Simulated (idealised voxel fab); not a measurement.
Module name: voxel air gaps (process module)
FYI the section here is cut, 155 nm wide, cells are 5 nm squares.
When this document writes out a cross-section, it uses a grid of square cells and lists it as bands, beginning at the top and moving down, with a band standing for one or more rows of cells. Quick guide to a band line: top height, bottom height (nm) up front; then every material left to right with its width in nm. Only one material and it's marked "all across"? Then it fills the band edge to edge. And "blank" just means empty space. Height datum 0, below which the as-received substrate wafer is one material. Lowest band open at the bottom, running downward: "from 0 down". A width such as "30..40" changes by the same amount from each row of cells to the next, from the band's top row to its bottom row. It should be understood that the words "nothing different", when stated for a given step, signify that the cross-section underwent no change in any of its cells during that step. In the "Unvented internal voids" entry, you get each enclosed empty space of 8 cells or more, one with no open way to the top, written width x height at distance, distance from the left edge, in nm. Post-settings text on a step line: simulator's own remark regarding the step. If you see "overlay nm" on a step's line and that step has a mask, it's telling you how far right of where it was planned the mask ended up; a negative number means it went left instead.

Listed below are the process steps as planned:
1,RECEIVE (material Si)
2,CONFORMAL_DEP (material SiO2; thk nm 15)
3,CONFORMAL_DEP (material SiCN; thk nm 5)
4,DIRECTIONAL_DEP (material lowk; thk nm 35)
5,PATTERN (tone open; mask id LINES; material resist; width nm 15; pitch nm 40; thk nm 15; overlay nm 0)
6,DIRECTIONAL_ETCH (etch materials lowk; depth nm 35)
7,STRIP (etch materials resist)
8,CONFORMAL_DEP (material TiN; thk nm 5)
9,FILL_DEP (material W; thk nm 5)
10,CMP (height nm 55)
11,EPI (material Ru; thk nm 10)
12,SELECTIVE_ETCH (etch materials lowk; depth nm 45)
13,CONFORMAL_DEP (material SiCN; thk nm 5)

The first wafer of two, processed as planned:

Cross-section: wafer on arrival = after step 1:
  from 0 down | Si all across
  Unvented internal voids: none

Cross-sectional representation of the wafer at the conclusion of step 2:
  from 15 to 0 | SiO2 all across
  Rest of section, below 0: as before.

Cross-sectional representation of the wafer at the conclusion of step 3:
  from 20 to 15 | SiCN all across
  Rest of section, below 15: as before.

Cross-sectional representation of the wafer at the conclusion of step 4:
  from 55 to 20 | lowk all across
  Rest of section, below 20: as before.

Cross-sectional representation of the wafer at the conclusion of step 5:
  from 70 to 55 | resist 30 nm | blank 15 nm | resist 25 nm | blank 15 nm | resist 25 nm | blank 15 nm | resist 30 nm
  Rest of section, below 55: as before.

Cross-sectional representation of the wafer at the conclusion of step 6:
  from 70 to 55 | resist 30 nm | blank 15 nm | resist 25 nm | blank 15 nm | resist 25 nm | blank 15 nm | resist 30 nm
  from 55 to 20 | lowk 30 nm | blank 15 nm | lowk 25 nm | blank 15 nm | lowk 25 nm | blank 15 nm | lowk 30 nm
  Rest of section, below 20: as before.

Cross-sectional representation of the wafer at the conclusion of step 7:
  from 55 to 20 | lowk 30 nm | blank 15 nm | lowk 25 nm | blank 15 nm | lowk 25 nm | blank 15 nm | lowk 30 nm
  Rest of section, below 20: as before.

Cross-sectional representation of the wafer at the conclusion of step 8:
  from 60 to 55 | TiN 35 nm | blank 5 nm | TiN 35 nm | blank 5 nm | TiN 35 nm | blank 5 nm | TiN 35 nm
  from 55 to 25 | lowk 30 nm | TiN 5 nm | blank 5 nm | TiN 5 nm | lowk 25 nm | TiN 5 nm | blank 5 nm | TiN 5 nm | lowk 25 nm | TiN 5 nm | blank 5 nm | TiN 5 nm | lowk 30 nm
  from 25 to 20 | lowk 30 nm | TiN 15 nm | lowk 25 nm | TiN 15 nm | lowk 25 nm | TiN 15 nm | lowk 30 nm
  Rest of section, below 20: as before.

Cross-sectional representation of the wafer at the conclusion of step 9:
  from 65 to 60 | W all across
  from 60 to 55 | TiN 35 nm | W 5 nm | TiN 35 nm | W 5 nm | TiN 35 nm | W 5 nm | TiN 35 nm
  from 55 to 25 | lowk 30 nm | TiN 5 nm | W 5 nm | TiN 5 nm | lowk 25 nm | TiN 5 nm | W 5 nm | TiN 5 nm | lowk 25 nm | TiN 5 nm | W 5 nm | TiN 5 nm | lowk 30 nm
  Rest of section, below 25: as before.

Cross-sectional representation of the wafer at the conclusion of step 10:
  from 55 to 25 | lowk 30 nm | TiN 5 nm | W 5 nm | TiN 5 nm | lowk 25 nm | TiN 5 nm | W 5 nm | TiN 5 nm | lowk 25 nm | TiN 5 nm | W 5 nm | TiN 5 nm | lowk 30 nm
  Rest of section, below 25: as before.

Cross-sectional representation of the wafer at the conclusion of step 11:
  from 65 to 55 | blank 20 nm | Ru 35 nm | blank 5 nm | Ru 35 nm | blank 5 nm | Ru 35 nm | blank 20 nm
  Rest of section, below 55: as before.

Cross-sectional representation of the wafer at the conclusion of step 12:
  from 65 to 55 | blank 20 nm | Ru 35 nm | blank 5 nm | Ru 35 nm | blank 5 nm | Ru 35 nm | blank 20 nm
  from 55 to 25 | blank 30 nm | TiN 5 nm | W 5 nm | TiN 5 nm | blank 25 nm | TiN 5 nm | W 5 nm | TiN 5 nm | blank 25 nm | TiN 5 nm | W 5 nm | TiN 5 nm | blank 30 nm
  from 25 to 20 | blank 30 nm | TiN 15 nm | blank 25 nm | TiN 15 nm | blank 25 nm | TiN 15 nm | blank 30 nm
  Rest of section, below 20: as before.

Cross-sectional representation of the wafer at the conclusion of step 13:
  from 70 to 65 | blank 15 nm | SiCN 125 nm | blank 15 nm
  from 65 to 55 | blank 15 nm | SiCN 5 nm | Ru 35 nm | SiCN 5 nm | Ru 35 nm | SiCN 5 nm | Ru 35 nm | SiCN 5 nm | blank 15 nm
  from 55 to 50 | blank 15 nm | SiCN 15 nm | TiN 5 nm | W 5 nm | TiN 5 nm | SiCN 25 nm | TiN 5 nm | W 5 nm | TiN 5 nm | SiCN 25 nm | TiN 5 nm | W 5 nm | TiN 5 nm | SiCN 15 nm | blank 15 nm
  from 50 to 25 | blank 25 nm | SiCN 5 nm | TiN 5 nm | W 5 nm | TiN 5 nm | SiCN 5 nm | blank 15 nm | SiCN 5 nm | TiN 5 nm | W 5 nm | TiN 5 nm | SiCN 5 nm | blank 15 nm | SiCN 5 nm | TiN 5 nm | W 5 nm | TiN 5 nm | SiCN 5 nm | blank 25 nm
  from 25 to 20 | SiCN 30 nm | TiN 15 nm | SiCN 25 nm | TiN 15 nm | SiCN 25 nm | TiN 15 nm | SiCN 30 nm
  Rest of section, below 20: as before.
  Unvented internal voids: 15 x 25 at 50; 15 x 25 at 90

second wafer: like start, like plan, one mistake. Through step 4 it matches the first wafer:

Second wafer at the planned finish of step 5, seen in cross-section:
  from 70 to 55 | blank 30 nm | resist 15 nm | blank 25 nm | resist 15 nm | blank 25 nm | resist 15 nm | blank 30 nm
  Rest of section, below 55: as before.

Second wafer at the planned finish of step 6, seen in cross-section:
  from 70 to 55 | blank 30 nm | resist 15 nm | blank 25 nm | resist 15 nm | blank 25 nm | resist 15 nm | blank 30 nm
  from 55 to 20 | blank 30 nm | lowk 15 nm | blank 25 nm | lowk 15 nm | blank 25 nm | lowk 15 nm | blank 30 nm
  Rest of section, below 20: as before.

Second wafer at the planned finish of step 7, seen in cross-section:
  from 55 to 20 | blank 30 nm | lowk 15 nm | blank 25 nm | lowk 15 nm | blank 25 nm | lowk 15 nm | blank 30 nm
  Rest of section, below 20: as before.

Second wafer at the planned finish of step 8, seen in cross-section:
  from 60 to 55 | blank 25 nm | TiN 25 nm | blank 15 nm | TiN 25 nm | blank 15 nm | TiN 25 nm | blank 25 nm
  from 55 to 25 | blank 25 nm | TiN 5 nm | lowk 15 nm | TiN 5 nm | blank 15 nm | TiN 5 nm | lowk 15 nm | TiN 5 nm | blank 15 nm | TiN 5 nm | lowk 15 nm | TiN 5 nm | blank 25 nm
  from 25 to 20 | TiN 30 nm | lowk 15 nm | TiN 25 nm | lowk 15 nm | TiN 25 nm | lowk 15 nm | TiN 30 nm
  Rest of section, below 20: as before.

Second wafer at the planned finish of step 9, seen in cross-section:
  from 65 to 60 | W all across
  from 60 to 55 | W 25 nm | TiN 25 nm | W 15 nm | TiN 25 nm | W 15 nm | TiN 25 nm | W 25 nm
  from 55 to 25 | W 25 nm | TiN 5 nm | lowk 15 nm | TiN 5 nm | W 15 nm | TiN 5 nm | lowk 15 nm | TiN 5 nm | W 15 nm | TiN 5 nm | lowk 15 nm | TiN 5 nm | W 25 nm
  Rest of section, below 25: as before.

Second wafer at the planned finish of step 10, seen in cross-section:
  from 55 to 25 | W 25 nm | TiN 5 nm | lowk 15 nm | TiN 5 nm | W 15 nm | TiN 5 nm | lowk 15 nm | TiN 5 nm | W 15 nm | TiN 5 nm | lowk 15 nm | TiN 5 nm | W 25 nm
  Rest of section, below 25: as before.

Second wafer at the planned finish of step 11, seen in cross-section:
  from 65 to 55 | Ru all across
  Rest of section, below 55: as before.

Second wafer at the planned finish of step 12, seen in cross-section: nothing different

Second wafer at the planned finish of step 13, seen in cross-section:
  from 70 to 65 | SiCN all across
  Rest of section, below 65: as before.
So what did we get wrong on this run? contrary to plan, step 5 was performed as PATTERN (tone cover; mask id LINES; material resist; width nm 15; pitch nm 40; thk nm 15; overlay nm 0)
End check, counted in cells, second wafer has more or fewer of these materials than the first: +20 Ru; -70 SiCN; +13 TiN; +78 W; +63 lowk
End state: 2 closed voids on the first wafer, 0 on the second.
